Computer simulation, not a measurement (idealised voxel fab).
Process module name: voxel wiring stack
In the cross-section labelled cut, the width is 230 nm and each square cell is 5 nm.
Square cells in a grid make up a cross-section in this document, and the grid is given as bands, listed from the top down, each one or more rows of cells. Band entry format. Leading values: height of top, height of bottom, nm. Remainder: materials in left-to-right order, each with its width in nm. Special words: "edge to edge" on a single material, which then fills the band edge to edge; "blank", empty space. Measure heights from 0. That's the level where, below it, the as-received wafer is all one material. The lowest band is bottomless and extends downward; write it as in "z 0 and below". Read "30..40" as a graded width: first number on top, second number at the bottom, same change between each pair of neighbouring rows. "nothing different", as given for a step, is the statement that not any cell of the cross-section underwent a change during that step. "Fully closed voids" lists enclosed empty spaces (at least 8 cells, no open path upward to the top), each as width x height at distance from the left edge, in nm. Where a step's line continues beyond its settings, the continuation is a remark by the simulator itself on that step. A step line may carry the setting "overlay nm", which, for steps involving a mask, states the distance by which the mask lay to the right of its intended position; negative values denote displacement to the left. Reading guide: pairs of cross-sections, before and after one process step; after view cut off at lowest changed band; step and settings listed under each pair. Pairs may stem from different runs of this module on the same starting wafer; continuity with the pair above only where the "before" entry states it.

before
	z 90 to 75  aC: 30, then blank: 30, then aC: 15, then blank: 30, then aC: 15, then blank: 30, then aC: 15, then blank: 30, then aC: 35
	z 75 to 70  SiO2: 30, then blank: 30, then SiO2: 15, then blank: 30, then SiO2: 15, then blank: 30, then SiO2: 15, then blank: 30, then SiO2: 35
	z 70 to 55  SiO2: 30, then aC: 5, then blank: 15, then aC: 10, then SiO2: 15, then aC: 5, then blank: 15, then aC: 10, then SiO2: 15, then aC: 5, then blank: 15, then aC: 10, then SiO2: 15, then aC: 5, then blank: 15, then aC: 10, then SiO2: 35
	z 55 to 45  SiO2 edge to edge
	z 45 to 40  SiCN edge to edge
	z 40 to 15  lowk: 30, then TiN: 5, then Cu: 20, then TiN: 5, then lowk: 15, then TiN: 5, then Cu: 20, then TiN: 5, then lowk: 15, then TiN: 5, then Cu: 20, then TiN: 5, then lowk: 15, then TiN: 5, then Cu: 20, then TiN: 5, then lowk: 35
	z 15 to 10  SiCN: 30, then TiN: 30, then SiCN: 15, then TiN: 30, then SiCN: 15, then TiN: 30, then SiCN: 15, then TiN: 30, then SiCN: 35
	z 10 to 0  SiO2 edge to edge
	z 0 and below  Si edge to edge
	Fully closed voids: none

Resulting Cross-Section
	z 90 to 75  aC: 30, then blank: 30, then aC: 15, then blank: 30, then aC: 15, then blank: 30, then aC: 15, then blank: 30, then aC: 35
	z 75 to 70  SiO2: 30, then blank: 30, then SiO2: 15, then blank: 30, then SiO2: 15, then blank: 30, then SiO2: 15, then blank: 30, then SiO2: 35
	z 70 to 55  SiO2: 30, then aC: 5, then blank: 15, then aC: 10, then SiO2: 15, then aC: 5, then blank: 15, then aC: 10, then SiO2: 15, then aC: 5, then blank: 15, then aC: 10, then SiO2: 15, then aC: 5, then blank: 15, then aC: 10, then SiO2: 35
	z 55 to 45  SiO2: 35, then blank: 15, then SiO2: 30, then blank: 15, then SiO2: 30, then blank: 15, then SiO2: 30, then blank: 15, then SiO2: 45
	Anything lower than 45 is untouched.
	Fully closed voids: none
Here is the step that sits between the two cross-sections above: DIRECTIONAL_ETCH (etch materials SiO2; depth nm 10)

before: after-step cross-section of the pair just above applies.

Resulting Cross-Section
	z 90 to 75  aC: 30, then blank: 30, then aC: 15, then blank: 30, then aC: 15, then blank: 30, then aC: 15, then blank: 30, then aC: 35
	z 75 to 70  SiO2: 30, then blank: 30, then SiO2: 15, then blank: 30, then SiO2: 15, then blank: 30, then SiO2: 15, then blank: 30, then SiO2: 35
	z 70 to 55  SiO2: 30, then aC: 5, then blank: 15, then aC: 10, then SiO2: 15, then aC: 5, then blank: 15, then aC: 10, then SiO2: 15, then aC: 5, then blank: 15, then aC: 10, then SiO2: 15, then aC: 5, then blank: 15, then aC: 10, then SiO2: 35
	z 55 to 45  SiO2: 35, then blank: 15, then SiO2: 30, then blank: 15, then SiO2: 30, then blank: 15, then SiO2: 30, then blank: 15, then SiO2: 45
	z 45 to 40  SiCN: 35, then blank: 15, then SiCN: 30, then blank: 15, then SiCN: 30, then blank: 15, then SiCN: 30, then blank: 15, then SiCN: 45
	Anything lower than 40 is untouched.
	Fully closed voids: none
Here is the step that sits between the two cross-sections above: DIRECTIONAL_ETCH (etch materials SiCN; depth nm 5)

before: after-step cross-section of the pair just above applies.

Resulting Cross-Section
	z 75 to 55  SiO2: 30, then blank: 30, then SiO2: 15, then blank: 30, then SiO2: 15, then blank: 30, then SiO2: 15, then blank: 30, then SiO2: 35
	Anything lower than 55 is untouched.
	Fully closed voids: none
Here is the step that sits between the two cross-sections above: STRIP (etch materials aC)

before: after-step cross-section of the pair just above applies.

Resulting Cross-Section
	z 80 to 75  TiN: 35, then blank: 20, then TiN: 25, then blank: 20, then TiN: 25, then blank: 20, then TiN: 25, then blank: 20, then TiN: 40
	z 75 to 60  SiO2: 30, then TiN: 5, then blank: 20, then TiN: 5, then SiO2: 15, then TiN: 5, then blank: 20, then TiN: 5, then SiO2: 15, then TiN: 5, then blank: 20, then TiN: 5, then SiO2: 15, then TiN: 5, then blank: 20, then TiN: 5, then SiO2: 35
	z 60 to 55  SiO2: 30, then TiN: 10, then blank: 5, then TiN: 15, then SiO2: 15, then TiN: 10, then blank: 5, then TiN: 15, then SiO2: 15, then TiN: 10, then blank: 5, then TiN: 15, then SiO2: 15, then TiN: 10, then blank: 5, then TiN: 15, then SiO2: 35
	z 55 to 45  SiO2: 35, then TiN: 5, then blank: 5, then TiN: 5, then SiO2: 30, then TiN: 5, then blank: 5, then TiN: 5, then SiO2: 30, then TiN: 5, then blank: 5, then TiN: 5, then SiO2: 30, then TiN: 5, then blank: 5, then TiN: 5, then SiO2: 45
	z 45 to 40  SiCN: 35, then TiN: 15, then SiCN: 30, then TiN: 15, then SiCN: 30, then TiN: 15, then SiCN: 30, then TiN: 15, then SiCN: 45
	Anything lower than 40 is untouched.
	Fully closed voids: none
Here is the step that sits between the two cross-sections above: CONFORMAL_DEP (material TiN; thk nm 5)

before: after-step cross-section of the pair just above applies.

Resulting Cross-Section
	z 90 to 80  Cu edge to edge
	z 80 to 75  TiN: 35, then Cu: 20, then TiN: 25, then Cu: 20, then TiN: 25, then Cu: 20, then TiN: 25, then Cu: 20, then TiN: 40
	z 75 to 60  SiO2: 30, then TiN: 5, then Cu: 20, then TiN: 5, then SiO2: 15, then TiN: 5, then Cu: 20, then TiN: 5, then SiO2: 15, then TiN: 5, then Cu: 20, then TiN: 5, then SiO2: 15, then TiN: 5, then Cu: 20, then TiN: 5, then SiO2: 35
	z 60 to 55  SiO2: 30, then TiN: 10, then Cu: 5, then TiN: 15, then SiO2: 15, then TiN: 10, then Cu: 5, then TiN: 15, then SiO2: 15, then TiN: 10, then Cu: 5, then TiN: 15, then SiO2: 15, then TiN: 10, then Cu: 5, then TiN: 15, then SiO2: 35
	z 55 to 45  SiO2: 35, then TiN: 5, then Cu: 5, then TiN: 5, then SiO2: 30, then TiN: 5, then Cu: 5, then TiN: 5, then SiO2: 30, then TiN: 5, then Cu: 5, then TiN: 5, then SiO2: 30, then TiN: 5, then Cu: 5, then TiN: 5, then SiO2: 45
	Anything lower than 45 is untouched.
	Fully closed voids: none
Here is the step that sits between the two cross-sections above: FILL_DEP (material Cu; thk nm 10)

before: after-step cross-section of the pair just above applies.

Resulting Cross-Section
	z 75 to 60  SiO2: 30, then TiN: 5, then Cu: 20, then TiN: 5, then SiO2: 15, then TiN: 5, then Cu: 20, then TiN: 5, then SiO2: 15, then TiN: 5, then Cu: 20, then TiN: 5, then SiO2: 15, then TiN: 5, then Cu: 20, then TiN: 5, then SiO2: 35
	Anything lower than 60 is untouched.
	Fully closed voids: none
Here is the step that sits between the two cross-sections above: CMP (height nm 75)

before: after-step cross-section of the pair just above applies.

Resulting Cross-Section
	z 80 to 75  SiCN edge to edge
	Anything lower than 75 is untouched.
	Fully closed voids: none
Here is the step that sits between the two cross-sections above: CONFORMAL_DEP (material SiCN; thk nm 5)

before: after-step cross-section of the pair just above applies.

Resulting Cross-Section
	z 110 to 80  lowk edge to edge
	Anything lower than 80 is untouched.
	Fully closed voids: none
Here is the step that sits between the two cross-sections above: DIRECTIONAL_DEP (material lowk; thk nm 30)

before: after-step cross-section of the pair just above applies.

Resulting Cross-Section
	z 110 to 90  lowk: 30, then blank: 30, then lowk: 15, then blank: 30, then lowk: 15, then blank: 30, then lowk: 15, then blank: 30, then lowk: 35
	Anything lower than 90 is untouched.
	Fully closed voids: none
Here is the step that sits between the two cross-sections above: MASKED_ETCH (tone open; mask id METAL_3; width nm 30; pitch nm 45; etch materials lowk; depth nm 20; overlay nm 0)

before: after-step cross-section of the pair just above applies.

Resulting Cross-Section
	z 125 to 110  aC: 30, then blank: 30, then aC: 15, then blank: 30, then aC: 15, then blank: 30, then aC: 15, then blank: 30, then aC: 35
	z 110 to 105  lowk: 30, then blank: 30, then lowk: 15, then blank: 30, then lowk: 15, then blank: 30, then lowk: 15, then blank: 30, then lowk: 35
	z 105 to 90  lowk: 30, then aC: 30, then lowk: 15, then aC: 30, then lowk: 15, then aC: 30, then lowk: 15, then aC: 30, then lowk: 35
	Anything lower than 90 is untouched.
	Fully closed voids: none
Here is the step that sits between the two cross-sections above: DIRECTIONAL_DEP (material aC; thk nm 15)

before: after-step cross-section of the pair just above applies.

Resulting Cross-Section
	z 155 to 125  resist: 30, then blank: 15, then resist: 30, then blank: 15, then resist: 30, then blank: 15, then resist: 30, then blank: 15, then resist: 50
	z 125 to 110  aC: 30, then blank: 15, then resist: 15, then aC: 15, then blank: 15, then resist: 15, then aC: 15, then blank: 15, then resist: 15, then aC: 15, then blank: 15, then resist: 15, then aC: 35
	z 110 to 105  lowk: 30, then blank: 15, then resist: 15, then lowk: 15, then blank: 15, then resist: 15, then lowk: 15, then blank: 15, then resist: 15, then lowk: 15, then blank: 15, then resist: 15, then lowk: 35
	Anything lower than 105 is untouched.
	Fully closed voids: none
Here is the step that sits between the two cross-sections above: PATTERN (tone open; mask id METAL_3_HOLES; material resist; width nm 15; pitch nm 45; thk nm 30; overlay nm 0)

before: after-step cross-section of the pair just above applies.

Resulting Cross-Section
	z 140 to 125  resist: 30, then blank: 15, then resist: 30, then blank: 15, then resist: 30, then blank: 15, then resist: 30, then blank: 15, then resist: 50
	z 125 to 110  aC: 30, then blank: 15, then resist: 15, then aC: 15, then blank: 15, then resist: 15, then aC: 15, then blank: 15, then resist: 15, then aC: 15, then blank: 15, then resist: 15, then aC: 35
	z 110 to 105  lowk: 30, then blank: 15, then resist: 15, then lowk: 15, then blank: 15, then resist: 15, then lowk: 15, then blank: 15, then resist: 15, then lowk: 15, then blank: 15, then resist: 15, then lowk: 35
	z 105 to 90  lowk: 30, then blank: 15, then aC: 15, then lowk: 15, then blank: 15, then aC: 15, then lowk: 15, then blank: 15, then aC: 15, then lowk: 15, then blank: 15, then aC: 15, then lowk: 35
	Anything lower than 90 is untouched.
	Fully closed voids: none
Here is the step that sits between the two cross-sections above: DIRECTIONAL_ETCH (etch materials aC; depth nm 15)

before: after-step cross-section of the pair just above applies.

Resulting Cross-Section
	z 125 to 110  aC: 30, then blank: 30, then aC: 15, then blank: 30, then aC: 15, then blank: 30, then aC: 15, then blank: 30, then aC: 35
	z 110 to 105  lowk: 30, then blank: 30, then lowk: 15, then blank: 30, then lowk: 15, then blank: 30, then lowk: 15, then blank: 30, then lowk: 35
	Anything lower than 105 is untouched.
	Fully closed voids: none
Here is the step that sits between the two cross-sections above: STRIP (etch materials resist)

before: after-step cross-section of the pair just above applies.

Resulting Cross-Section
	z 125 to 110  aC: 30, then blank: 30, then aC: 15, then blank: 30, then aC: 15, then blank: 30, then aC: 15, then blank: 30, then aC: 35
	z 110 to 105  lowk: 30, then blank: 30, then lowk: 15, then blank: 30, then lowk: 15, then blank: 30, then lowk: 15, then blank: 30, then lowk: 35
	z 105 to 90  lowk: 30, then blank: 15, then aC: 15, then lowk: 15, then blank: 15, then aC: 15, then lowk: 15, then blank: 15, then aC: 15, then lowk: 15, then blank: 15, then aC: 15, then lowk: 35
	z 90 to 80  lowk: 30, then blank: 15, then lowk: 30, then blank: 15, then lowk: 30, then blank: 15, then lowk: 30, then blank: 15, then lowk: 50
	Anything lower than 80 is untouched.
	Fully closed voids: none
Here is the step that sits between the two cross-sections above: DIRECTIONAL_ETCH (etch materials lowk; depth nm 10)

before: after-step cross-section of the pair just above applies.

Resulting Cross-Section
	z 125 to 110  aC: 30, then blank: 30, then aC: 15, then blank: 30, then aC: 15, then blank: 30, then aC: 15, then blank: 30, then aC: 35
	z 110 to 105  lowk: 30, then blank: 30, then lowk: 15, then blank: 30, then lowk: 15, then blank: 30, then lowk: 15, then blank: 30, then lowk: 35
	z 105 to 90  lowk: 30, then blank: 15, then aC: 15, then lowk: 15, then blank: 15, then aC: 15, then lowk: 15, then blank: 15, then aC: 15, then lowk: 15, then blank: 15, then aC: 15, then lowk: 35
	z 90 to 80  lowk: 30, then blank: 15, then lowk: 30, then blank: 15, then lowk: 30, then blank: 15, then lowk: 30, then blank: 15, then lowk: 50
	z 80 to 75  SiCN: 30, then blank: 15, then SiCN: 30, then blank: 15, then SiCN: 30, then blank: 15, then SiCN: 30, then blank: 15, then SiCN: 50
	Anything lower than 75 is untouched.
	Fully closed voids: none
Here is the step that sits between the two cross-sections above: DIRECTIONAL_ETCH (etch materials SiCN; depth nm 5)

before: after-step cross-section of the pair just above applies.

Resulting Cross-Section
	z 110 to 90  lowk: 30, then blank: 30, then lowk: 15, then blank: 30, then lowk: 15, then blank: 30, then lowk: 15, then blank: 30, then lowk: 35
	Anything lower than 90 is untouched.
	Fully closed voids: none
Here is the step that sits between the two cross-sections above: STRIP (etch materials aC)

before: after-step cross-section of the pair just above applies.

Resulting Cross-Section
	z 115 to 110  TiN: 35, then blank: 20, then TiN: 25, then blank: 20, then TiN: 25, then blank: 20, then TiN: 25, then blank: 20, then TiN: 40
	z 110 to 95  lowk: 30, then TiN: 5, then blank: 20, then TiN: 5, then lowk: 15, then TiN: 5, then blank: 20, then TiN: 5, then lowk: 15, then TiN: 5, then blank: 20, then TiN: 5, then lowk: 15, then TiN: 5, then blank: 20, then TiN: 5, then lowk: 35
	z 95 to 90  lowk: 30, then TiN: 5, then blank: 5, then TiN: 20, then lowk: 15, then TiN: 5, then blank: 5, then TiN: 20, then lowk: 15, then TiN: 5, then blank: 5, then TiN: 20, then lowk: 15, then TiN: 5, then blank: 5, then TiN: 20, then lowk: 35
	z 90 to 80  lowk: 30, then TiN: 5, then blank: 5, then TiN: 5, then lowk: 30, then TiN: 5, then blank: 5, then TiN: 5, then lowk: 30, then TiN: 5, then blank: 5, then TiN: 5, then lowk: 30, then TiN: 5, then blank: 5, then TiN: 5, then lowk: 50
	z 80 to 75  SiCN: 30, then TiN: 15, then SiCN: 30, then TiN: 15, then SiCN: 30, then TiN: 15, then SiCN: 30, then TiN: 15, then SiCN: 50
	Anything lower than 75 is untouched.
	Fully closed voids: none
Here is the step that sits between the two cross-sections above: CONFORMAL_DEP (material TiN; thk nm 5)

before: after-step cross-section of the pair just above applies.

Resulting Cross-Section
	z 120 to 115  Ru edge to edge
	z 115 to 110  TiN: 35, then Ru: 20, then TiN: 25, then Ru: 20, then TiN: 25, then Ru: 20, then TiN: 25, then Ru: 20, then TiN: 40
	z 110 to 95  lowk: 30, then TiN: 5, then Ru: 20, then TiN: 5, then lowk: 15, then TiN: 5, then Ru: 20, then TiN: 5, then lowk: 15, then TiN: 5, then Ru: 20, then TiN: 5, then lowk: 15, then TiN: 5, then Ru: 20, then TiN: 5, then lowk: 35
	z 95 to 90  lowk: 30, then TiN: 5, then Ru: 5, then TiN: 20, then lowk: 15, then TiN: 5, then Ru: 5, then TiN: 20, then lowk: 15, then TiN: 5, then Ru: 5, then TiN: 20, then lowk: 15, then TiN: 5, then Ru: 5, then TiN: 20, then lowk: 35
	z 90 to 80  lowk: 30, then TiN: 5, then Ru: 5, then TiN: 5, then lowk: 30, then TiN: 5, then Ru: 5, then TiN: 5, then lowk: 30, then TiN: 5, then Ru: 5, then TiN: 5, then lowk: 30, then TiN: 5, then Ru: 5, then TiN: 5, then lowk: 50
	Anything lower than 80 is untouched.
	Fully closed voids: none
Here is the step that sits between the two cross-sections above: FILL_DEP (material Ru; thk nm 5)

before: after-step cross-section of the pair just above applies.

Resulting Cross-Section
	z 110 to 95  lowk: 30, then TiN: 5, then Ru: 20, then TiN: 5, then lowk: 15, then TiN: 5, then Ru: 20, then TiN: 5, then lowk: 15, then TiN: 5, then Ru: 20, then TiN: 5, then lowk: 15, then TiN: 5, then Ru: 20, then TiN: 5, then lowk: 35
	Anything lower than 95 is untouched.
	Fully closed voids: none
Here is the step that sits between the two cross-sections above: CMP (height nm 110)

before: after-step cross-section of the pair just above applies.

Resulting Cross-Section
	z 115 to 110  SiCN edge to edge
	Anything lower than 110 is untouched.
	Fully closed voids: none
Here is the step that sits between the two cross-sections above: CONFORMAL_DEP (material SiCN; thk nm 5)

before
	z 75 to 55  SiO2: 30, then blank: 30, then SiO2: 15, then blank: 30, then SiO2: 15, then blank: 30, then SiO2: 15, then blank: 30, then SiO2: 35
	z 55 to 45  SiO2 edge to edge
	z 45 to 40  SiCN edge to edge
	z 40 to 15  lowk: 30, then TiN: 5, then Cu: 20, then TiN: 5, then lowk: 15, then TiN: 5, then Cu: 20, then TiN: 5, then lowk: 15, then TiN: 5, then Cu: 20, then TiN: 5, then lowk: 15, then TiN: 5, then Cu: 20, then TiN: 5, then lowk: 35
	z 15 to 10  SiCN: 30, then TiN: 30, then SiCN: 15, then TiN: 30, then SiCN: 15, then TiN: 30, then SiCN: 15, then TiN: 30, then SiCN: 35
	z 10 to 0  SiO2 edge to edge
	z 0 and below  Si edge to edge
	Fully closed voids: none

Resulting Cross-Section
	z 90 to 75  lowk: 30, then blank: 30, then lowk: 15, then blank: 30, then lowk: 15, then blank: 30, then lowk: 15, then blank: 30, then lowk: 35
	z 75 to 70  SiO2: 30, then blank: 30, then SiO2: 15, then blank: 30, then SiO2: 15, then blank: 30, then SiO2: 15, then blank: 30, then SiO2: 35
	z 70 to 55  SiO2: 30, then lowk: 30, then SiO2: 15, then lowk: 30, then SiO2: 15, then lowk: 30, then SiO2: 15, then lowk: 30, then SiO2: 35
	Anything lower than 55 is untouched.
	Fully closed voids: none
Here is the step that sits between the two cross-sections above: DIRECTIONAL_DEP (material lowk; thk nm 15)

before: after-step cross-section of the pair just above applies.

Resulting Cross-Section
	z 120 to 90  resist: 30, then blank: 15, then resist: 30, then blank: 15, then resist: 30, then blank: 15, then resist: 30, then blank: 15, then resist: 50
	z 90 to 75  lowk: 30, then blank: 15, then resist: 15, then lowk: 15, then blank: 15, then resist: 15, then lowk: 15, then blank: 15, then resist: 15, then lowk: 15, then blank: 15, then resist: 15, then lowk: 35
	z 75 to 70  SiO2: 30, then blank: 15, then resist: 15, then SiO2: 15, then blank: 15, then resist: 15, then SiO2: 15, then blank: 15, then resist: 15, then SiO2: 15, then blank: 15, then resist: 15, then SiO2: 35
	Anything lower than 70 is untouched.
	Fully closed voids: none
Here is the step that sits between the two cross-sections above: PATTERN (tone open; mask id METAL_2_HOLES; material resist; width nm 15; pitch nm 45; thk nm 30; overlay nm 0)

before: after-step cross-section of the pair just above applies.

Resulting Cross-Section
	z 105 to 90  resist: 30, then blank: 15, then resist: 30, then blank: 15, then resist: 30, then blank: 15, then resist: 30, then blank: 15, then resist: 50
	Anything lower than 90 is untouched.
	Fully closed voids: none
Here is the step that sits between the two cross-sections above: DIRECTIONAL_ETCH (etch materials aC; depth nm 15)

before: after-step cross-section of the pair just above applies.

Resulting Cross-Section
	z 90 to 75  lowk: 30, then blank: 30, then lowk: 15, then blank: 30, then lowk: 15, then blank: 30, then lowk: 15, then blank: 30, then lowk: 35
	z 75 to 70  SiO2: 30, then blank: 30, then SiO2: 15, then blank: 30, then SiO2: 15, then blank: 30, then SiO2: 15, then blank: 30, then SiO2: 35
	Anything lower than 70 is untouched.
	Fully closed voids: none
Here is the step that sits between the two cross-sections above: STRIP (etch materials resist)

before: after-step cross-section of the pair just above applies.

Resulting Cross-Section
	z 95 to 90  TiN: 35, then blank: 20, then TiN: 25, then blank: 20, then TiN: 25, then blank: 20, then TiN: 25, then blank: 20, then TiN: 40
	z 90 to 75  lowk: 30, then TiN: 5, then blank: 20, then TiN: 5, then lowk: 15, then TiN: 5, then blank: 20, then TiN: 5, then lowk: 15, then TiN: 5, then blank: 20, then TiN: 5, then lowk: 15, then TiN: 5, then blank: 20, then TiN: 5, then lowk: 35
	z 75 to 70  SiO2: 30, then TiN: 30, then SiO2: 15, then TiN: 30, then SiO2: 15, then TiN: 30, then SiO2: 15, then TiN: 30, then SiO2: 35
	Anything lower than 70 is untouched.
	Fully closed voids: none
Here is the step that sits between the two cross-sections above: CONFORMAL_DEP (material TiN; thk nm 5)

before: after-step cross-section of the pair just above applies.

Resulting Cross-Section
	z 105 to 95  Cu edge to edge
	z 95 to 90  TiN: 35, then Cu: 20, then TiN: 25, then Cu: 20, then TiN: 25, then Cu: 20, then TiN: 25, then Cu: 20, then TiN: 40
	z 90 to 75  lowk: 30, then TiN: 5, then Cu: 20, then TiN: 5, then lowk: 15, then TiN: 5, then Cu: 20, then TiN: 5, then lowk: 15, then TiN: 5, then Cu: 20, then TiN: 5, then lowk: 15, then TiN: 5, then Cu: 20, then TiN: 5, then lowk: 35
	Anything lower than 75 is untouched.
	Fully closed voids: none
Here is the step that sits between the two cross-sections above: FILL_DEP (material Cu; thk nm 10)

before: after-step cross-section of the pair just above applies.

Resulting Cross-Section
	z 75 to 70  SiO2: 30, then TiN: 30, then SiO2: 15, then TiN: 30, then SiO2: 15, then TiN: 30, then SiO2: 15, then TiN: 30, then SiO2: 35
	Anything lower than 70 is untouched.
	Fully closed voids: none
Here is the step that sits between the two cross-sections above: CMP (height nm 75)

before: after-step cross-section of the pair just above applies.

Resulting Cross-Section
	z 80 to 75  SiCN edge to edge
	Anything lower than 75 is untouched.
	Fully closed voids: none
Here is the step that sits between the two cross-sections above: CONFORMAL_DEP (material SiCN; thk nm 5)

before: after-step cross-section of the pair just above applies.

Resulting Cross-Section
	z 110 to 80  lowk edge to edge
	Anything lower than 80 is untouched.
	Fully closed voids: none
Here is the step that sits between the two cross-sections above: DIRECTIONAL_DEP (material lowk; thk nm 30)

before: after-step cross-section of the pair just above applies.

Resulting Cross-Section
	z 110 to 90  lowk: 30, then blank: 30, then lowk: 15, then blank: 30, then lowk: 15, then blank: 30, then lowk: 15, then blank: 30, then lowk: 35
	Anything lower than 90 is untouched.
	Fully closed voids: none
Here is the step that sits between the two cross-sections above: MASKED_ETCH (tone open; mask id METAL_3; width nm 30; pitch nm 45; etch materials lowk; depth nm 20; overlay nm 0)

before: after-step cross-section of the pair just above applies.

Resulting Cross-Section
	z 125 to 110  aC: 30, then blank: 30, then aC: 15, then blank: 30, then aC: 15, then blank: 30, then aC: 15, then blank: 30, then aC: 35
	z 110 to 105  lowk: 30, then blank: 30, then lowk: 15, then blank: 30, then lowk: 15, then blank: 30, then lowk: 15, then blank: 30, then lowk: 35
	z 105 to 90  lowk: 30, then aC: 30, then lowk: 15, then aC: 30, then lowk: 15, then aC: 30, then lowk: 15, then aC: 30, then lowk: 35
	Anything lower than 90 is untouched.
	Fully closed voids: none
Here is the step that sits between the two cross-sections above: DIRECTIONAL_DEP (material aC; thk nm 15)

before: after-step cross-section of the pair just above applies.

Resulting Cross-Section
	z 155 to 125  resist: 30, then blank: 15, then resist: 30, then blank: 15, then resist: 30, then blank: 15, then resist: 30, then blank: 15, then resist: 50
	z 125 to 110  aC: 30, then blank: 15, then resist: 15, then aC: 15, then blank: 15, then resist: 15, then aC: 15, then blank: 15, then resist: 15, then aC: 15, then blank: 15, then resist: 15, then aC: 35
	z 110 to 105  lowk: 30, then blank: 15, then resist: 15, then lowk: 15, then blank: 15, then resist: 15, then lowk: 15, then blank: 15, then resist: 15, then lowk: 15, then blank: 15, then resist: 15, then lowk: 35
	Anything lower than 105 is untouched.
	Fully closed voids: none
Here is the step that sits between the two cross-sections above: PATTERN (tone open; mask id METAL_3_HOLES; material resist; width nm 15; pitch nm 45; thk nm 30; overlay nm 0)

before: after-step cross-section of the pair just above applies.

Resulting Cross-Section
	z 140 to 125  resist: 30, then blank: 15, then resist: 30, then blank: 15, then resist: 30, then blank: 15, then resist: 30, then blank: 15, then resist: 50
	z 125 to 110  aC: 30, then blank: 15, then resist: 15, then aC: 15, then blank: 15, then resist: 15, then aC: 15, then blank: 15, then resist: 15, then aC: 15, then blank: 15, then resist: 15, then aC: 35
	z 110 to 105  lowk: 30, then blank: 15, then resist: 15, then lowk: 15, then blank: 15, then resist: 15, then lowk: 15, then blank: 15, then resist: 15, then lowk: 15, then blank: 15, then resist: 15, then lowk: 35
	z 105 to 90  lowk: 30, then blank: 15, then aC: 15, then lowk: 15, then blank: 15, then aC: 15, then lowk: 15, then blank: 15, then aC: 15, then lowk: 15, then blank: 15, then aC: 15, then lowk: 35
	Anything lower than 90 is untouched.
	Fully closed voids: none
Here is the step that sits between the two cross-sections above: DIRECTIONAL_ETCH (etch materials aC; depth nm 15)

before: after-step cross-section of the pair just above applies.

Resulting Cross-Section
	z 125 to 110  aC: 30, then blank: 30, then aC: 15, then blank: 30, then aC: 15, then blank: 30, then aC: 15, then blank: 30, then aC: 35
	z 110 to 105  lowk: 30, then blank: 30, then lowk: 15, then blank: 30, then lowk: 15, then blank: 30, then lowk: 15, then blank: 30, then lowk: 35
	Anything lower than 105 is untouched.
	Fully closed voids: none
Here is the step that sits between the two cross-sections above: STRIP (etch materials resist)

before: after-step cross-section of the pair just above applies.

Resulting Cross-Section
	z 125 to 110  aC: 30, then blank: 30, then aC: 15, then blank: 30, then aC: 15, then blank: 30, then aC: 15, then blank: 30, then aC: 35
	z 110 to 105  lowk: 30, then blank: 30, then lowk: 15, then blank: 30, then lowk: 15, then blank: 30, then lowk: 15, then blank: 30, then lowk: 35
	z 105 to 90  lowk: 30, then blank: 15, then aC: 15, then lowk: 15, then blank: 15, then aC: 15, then lowk: 15, then blank: 15, then aC: 15, then lowk: 15, then blank: 15, then aC: 15, then lowk: 35
	z 90 to 80  lowk: 30, then blank: 15, then lowk: 30, then blank: 15, then lowk: 30, then blank: 15, then lowk: 30, then blank: 15, then lowk: 50
	Anything lower than 80 is untouched.
	Fully closed voids: none
Here is the step that sits between the two cross-sections above: DIRECTIONAL_ETCH (etch materials lowk; depth nm 10)

before: after-step cross-section of the pair just above applies.

Resulting Cross-Section
	z 125 to 110  aC: 30, then blank: 30, then aC: 15, then blank: 30, then aC: 15, then blank: 30, then aC: 15, then blank: 30, then aC: 35
	z 110 to 105  lowk: 30, then blank: 30, then lowk: 15, then blank: 30, then lowk: 15, then blank: 30, then lowk: 15, then blank: 30, then lowk: 35
	z 105 to 90  lowk: 30, then blank: 15, then aC: 15, then lowk: 15, then blank: 15, then aC: 15, then lowk: 15, then blank: 15, then aC: 15, then lowk: 15, then blank: 15, then aC: 15, then lowk: 35
	z 90 to 80  lowk: 30, then blank: 15, then lowk: 30, then blank: 15, then lowk: 30, then blank: 15, then lowk: 30, then blank: 15, then lowk: 50
	z 80 to 75  SiCN: 30, then blank: 15, then SiCN: 30, then blank: 15, then SiCN: 30, then blank: 15, then SiCN: 30, then blank: 15, then SiCN: 50
	Anything lower than 75 is untouched.
	Fully closed voids: none
Here is the step that sits between the two cross-sections above: DIRECTIONAL_ETCH (etch materials SiCN; depth nm 5)

before: after-step cross-section of the pair just above applies.

Resulting Cross-Section
	z 110 to 90  lowk: 30, then blank: 30, then lowk: 15, then blank: 30, then lowk: 15, then blank: 30, then lowk: 15, then blank: 30, then lowk: 35
	Anything lower than 90 is untouched.
	Fully closed voids: none
Here is the step that sits between the two cross-sections above: STRIP (etch materials aC)

before: after-step cross-section of the pair just above applies.

Resulting Cross-Section
	z 115 to 110  TiN: 35, then blank: 20, then TiN: 25, then blank: 20, then TiN: 25, then blank: 20, then TiN: 25, then blank: 20, then TiN: 40
	z 110 to 95  lowk: 30, then TiN: 5, then blank: 20, then TiN: 5, then lowk: 15, then TiN: 5, then blank: 20, then TiN: 5, then lowk: 15, then TiN: 5, then blank: 20, then TiN: 5, then lowk: 15, then TiN: 5, then blank: 20, then TiN: 5, then lowk: 35
	z 95 to 90  lowk: 30, then TiN: 5, then blank: 5, then TiN: 20, then lowk: 15, then TiN: 5, then blank: 5, then TiN: 20, then lowk: 15, then TiN: 5, then blank: 5, then TiN: 20, then lowk: 15, then TiN: 5, then blank: 5, then TiN: 20, then lowk: 35
	z 90 to 80  lowk: 30, then TiN: 5, then blank: 5, then TiN: 5, then lowk: 30, then TiN: 5, then blank: 5, then TiN: 5, then lowk: 30, then TiN: 5, then blank: 5, then TiN: 5, then lowk: 30, then TiN: 5, then blank: 5, then TiN: 5, then lowk: 50
	z 80 to 75  SiCN: 30, then TiN: 15, then SiCN: 30, then TiN: 15, then SiCN: 30, then TiN: 15, then SiCN: 30, then TiN: 15, then SiCN: 50
	Anything lower than 75 is untouched.
	Fully closed voids: none
Here is the step that sits between the two cross-sections above: CONFORMAL_DEP (material TiN; thk nm 5)
